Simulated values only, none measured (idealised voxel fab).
Title: Process Module voxel wiring stack
Square cell edge 5 nm, section width 255 nm, ID cut.
In what follows, cross-sections appear as grids of square cells, described through bands that run from the top down, where every band is one or more rows of cells.
Band: top and bottom heights (nm) first, top before bottom; then materials from left to right, widths in nm. "all across" marks a sole material filling the band edge to edge. "air" denotes empty space.
Heights are reckoned from 0. Under this level, the received wafer is all of one material. The bottommost band is open-ended downward, for example "0 -> down".
The width entry "30..40" should be interpreted row by row: the top row of cells in the band takes the first number, the bottom row takes the second number, and the change between adjacent rows is uniform throughout.
"stayed the same" means the step left every cell of the cross-section as it was.
Empty spaces without an open route to the top, at least 8 cells in extent, make up the entry "Sealed void list"; each is given as width x height at distance, where the distance is measured from the left edge, and all are in nm.
On each step's line, the part that comes after the settings is the simulator's own comment on the step.
overlay nm: on a step with a mask, how far right of its planned place the mask lay; negative means left.
-- Intended process steps
1) RECEIVE,material Si
2) CONFORMAL_DEP,material SiO2,thk nm 10
3) DIRECTIONAL_DEP,material TiN,thk nm 5
4) DIRECTIONAL_DEP,material Ru,thk nm 25
5) PATTERN,tone cover,mask id METAL_1,material resist,width nm 25,pitch nm 45,thk nm 20,overlay nm 0
6) DIRECTIONAL_ETCH,etch materials Ru,depth nm 25
7) DIRECTIONAL_ETCH,etch materials TiN,depth nm 5
8) STRIP,etch materials resist
9) CONFORMAL_DEP,material SiN,thk nm 5
10) FILL_DEP,material lowk,thk nm 5
11) CMP,height nm 40
12) CONFORMAL_DEP,material SiCN,thk nm 5
13) DIRECTIONAL_DEP,material lowk,thk nm 25
14) PATTERN,tone open,mask id METAL_2,material resist,width nm 25,pitch nm 45,thk nm 20,overlay nm 0
15) DIRECTIONAL_ETCH,etch materials lowk,depth nm 15
16) STRIP,etch materials resist
17) PATTERN,tone open,mask id METAL_2_HOLES,material resist,width nm 15,pitch nm 45,thk nm 20,overlay nm 0
18) DIRECTIONAL_ETCH,etch materials lowk,depth nm 10
19) DIRECTIONAL_ETCH,etch materials SiCN,depth nm 5
20) STRIP,etch materials resist
21) CONFORMAL_DEP,material TiN,thk nm 5
22) FILL_DEP,material Cu,thk nm 5
23) CMP,height nm 70
24) CONFORMAL_DEP,material SiN,thk nm 5
-- Cross-section of the wafer at receipt, which is the condition after step 1
- 0 -> down | Si all across
- Sealed void list: none
-- Post-module cross-section of the first of two wafers (run per plan)
- 75 -> 70 | SiN all across
- 70 -> 60 | 45 nm lowk, then 5 nm TiN, then 15 nm Cu, then 5 nm TiN, then 20 nm lowk, then 5 nm TiN, then 15 nm Cu, then 5 nm TiN, then 20 nm lowk, then 5 nm TiN, then 15 nm Cu, then 5 nm TiN, then 20 nm lowk, then 5 nm TiN, then 15 nm Cu, then 5 nm TiN, then 50 nm lowk
- 60 -> 55 | 45 nm lowk, then 5 nm TiN, then 5 nm Cu, then 15 nm TiN, then 20 nm lowk, then 5 nm TiN, then 5 nm Cu, then 15 nm TiN, then 20 nm lowk, then 5 nm TiN, then 5 nm Cu, then 15 nm TiN, then 20 nm lowk, then 5 nm TiN, then 5 nm Cu, then 15 nm TiN, then 50 nm lowk
- 55 -> 45 | 45 nm lowk, then 5 nm TiN, then 5 nm Cu, then 5 nm TiN, then 30 nm lowk, then 5 nm TiN, then 5 nm Cu, then 5 nm TiN, then 30 nm lowk, then 5 nm TiN, then 5 nm Cu, then 5 nm TiN, then 30 nm lowk, then 5 nm TiN, then 5 nm Cu, then 5 nm TiN, then 60 nm lowk
- 45 -> 40 | 45 nm SiCN, then 15 nm TiN, then 30 nm SiCN, then 15 nm TiN, then 30 nm SiCN, then 15 nm TiN, then 30 nm SiCN, then 15 nm TiN, then 60 nm SiCN
- 40 -> 15 | 40 nm lowk, then 5 nm SiN, then 25 nm Ru, then 5 nm SiN, then 10 nm lowk, then 5 nm SiN, then 25 nm Ru, then 5 nm SiN, then 10 nm lowk, then 5 nm SiN, then 25 nm Ru, then 5 nm SiN, then 10 nm lowk, then 5 nm SiN, then 25 nm Ru, then 5 nm SiN, then 45 nm lowk
- 15 -> 10 | 45 nm SiN, then 25 nm TiN, then 20 nm SiN, then 25 nm TiN, then 20 nm SiN, then 25 nm TiN, then 20 nm SiN, then 25 nm TiN, then 50 nm SiN
- 10 -> 0 | SiO2 all across
- 0 -> down | Si all across
- Sealed void list: none
-- Cross-sectional view of the second of two wafers upon completion of the module. This wafer shared its starting condition and process plan with the first; one error was made during its execution
- 75 -> 70 | SiN all across
- 70 -> 45 | lowk all across
- 45 -> 40 | SiCN all across
- 40 -> 15 | 40 nm lowk, then 5 nm SiN, then 25 nm Ru, then 5 nm SiN, then 10 nm lowk, then 5 nm SiN, then 25 nm Ru, then 5 nm SiN, then 10 nm lowk, then 5 nm SiN, then 25 nm Ru, then 5 nm SiN, then 10 nm lowk, then 5 nm SiN, then 25 nm Ru, then 5 nm SiN, then 45 nm lowk
- 15 -> 10 | 45 nm SiN, then 25 nm TiN, then 20 nm SiN, then 25 nm TiN, then 20 nm SiN, then 25 nm TiN, then 20 nm SiN, then 25 nm TiN, then 50 nm SiN
- 10 -> 0 | SiO2 all across
- 0 -> down | Si all across
- Sealed void list: none
Deviation noted in wafer processing: step 13 in the plan was executed twice
FYI, end of process, the second wafer has more or fewer cells of some materials than the first: 36 fewer of Cu, 12 more of SiCN, 60 fewer of TiN, 84 more of lowk
